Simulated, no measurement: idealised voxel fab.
process module | voxel self aligned contacts
cross-section cut | 235 nm wide | cells 5 nm
A cross-section is a grid of square cells, given in bands from the top down. A band is one or more rows of cells.
Each band's line starts with the height of the band's top and of its bottom, in nm. Then come its materials from left to right, each with its width in nm. One material with "throughout" fills the band from edge to edge. "air" is empty space.
Height 0 is the level under which the wafer as received is all one material. The lowest band goes on downwards, as in "0 down".
A width such as "30 to 40" changes by the same amount from each row of cells to the next, from the band's top row to its bottom row.
"no change" after a step means that no cell of the cross-section changed.
closed voids: empty space of 8 cells or more with no open way to the top, each as width x height at its distance from the left edge, in nm
after a step's settings: what the simulator itself notes on the step
overlay nm, on a step with a mask: how far to the right of its planned place the mask lay; to the left if negative
plan
1 op RECEIVE | material Si
2 op OXIDIZE | depth nm 5
3 op DIRECTIONAL_DEP | material polySi | thk nm 25
4 op DIRECTIONAL_DEP | material SiN | thk nm 15
5 op PATTERN | tone cover | mask id GATE | material resist | width nm 30 | pitch nm 65 | thk nm 15 | overlay nm 0
6 op DIRECTIONAL_ETCH | etch materials SiN | depth nm 15
7 op DIRECTIONAL_ETCH | etch materials polySi | depth nm 25
8 op STRIP | etch materials resist
9 op CONFORMAL_DEP | material SiN | thk nm 5
10 op DIRECTIONAL_ETCH | etch materials SiN | depth nm 5
11 op FILL_DEP | material SiO2 | thk nm 15
12 op CMP | height nm 45
13 op DIRECTIONAL_DEP | material aC | thk nm 15
14 op PATTERN | tone open | mask id CONTACT | material resist | width nm 45 | pitch nm 65 | thk nm 30 | overlay nm -15
15 op DIRECTIONAL_ETCH | etch materials aC | depth nm 15
16 op STRIP | etch materials resist
17 op DIRECTIONAL_ETCH | etch materials SiO2 | depth nm 50
18 op STRIP | etch materials aC
19 op CONFORMAL_DEP | material TiN | thk nm 5
20 op FILL_DEP | material Ru | thk nm 10
21 op CMP | height nm 45
22 op CONFORMAL_DEP | material SiCN | thk nm 5
varied across the wafers: overlay nm of step 14. The plan shows the first wafer's value. All wafers start alike
first wafer as received, after step 1
  0 down: Si throughout
  closed voids: none
each wafer at the end: cells of each material gained (+) or lost (-) since it was received, then its closed voids
overlay nm -15 | +36 Ru | -47 Si | +47 SiCN | +102 SiN | +188 SiO2 | +54 TiN | +90 polySi | closed voids: none
overlay nm -10 | +54 Ru | -47 Si | +47 SiCN | +102 SiN | +170 SiO2 | +54 TiN | +90 polySi | closed voids: none
overlay nm -5 | +54 Ru | -47 Si | +47 SiCN | +102 SiN | +170 SiO2 | +54 TiN | +90 polySi | closed voids: none
overlay nm 0 | +54 Ru | -47 Si | +47 SiCN | +102 SiN | +170 SiO2 | +54 TiN | +90 polySi | closed voids: none
overlay nm 5 | +54 Ru | -47 Si | +47 SiCN | +102 SiN | +170 SiO2 | +54 TiN | +90 polySi | closed voids: none
overlay nm 10 | +54 Ru | -47 Si | +47 SiCN | +102 SiN | +170 SiO2 | +54 TiN | +90 polySi | closed voids: none
overlay nm 15 | +36 Ru | -47 Si | +47 SiCN | +102 SiN | +188 SiO2 | +54 TiN | +90 polySi | closed voids: none
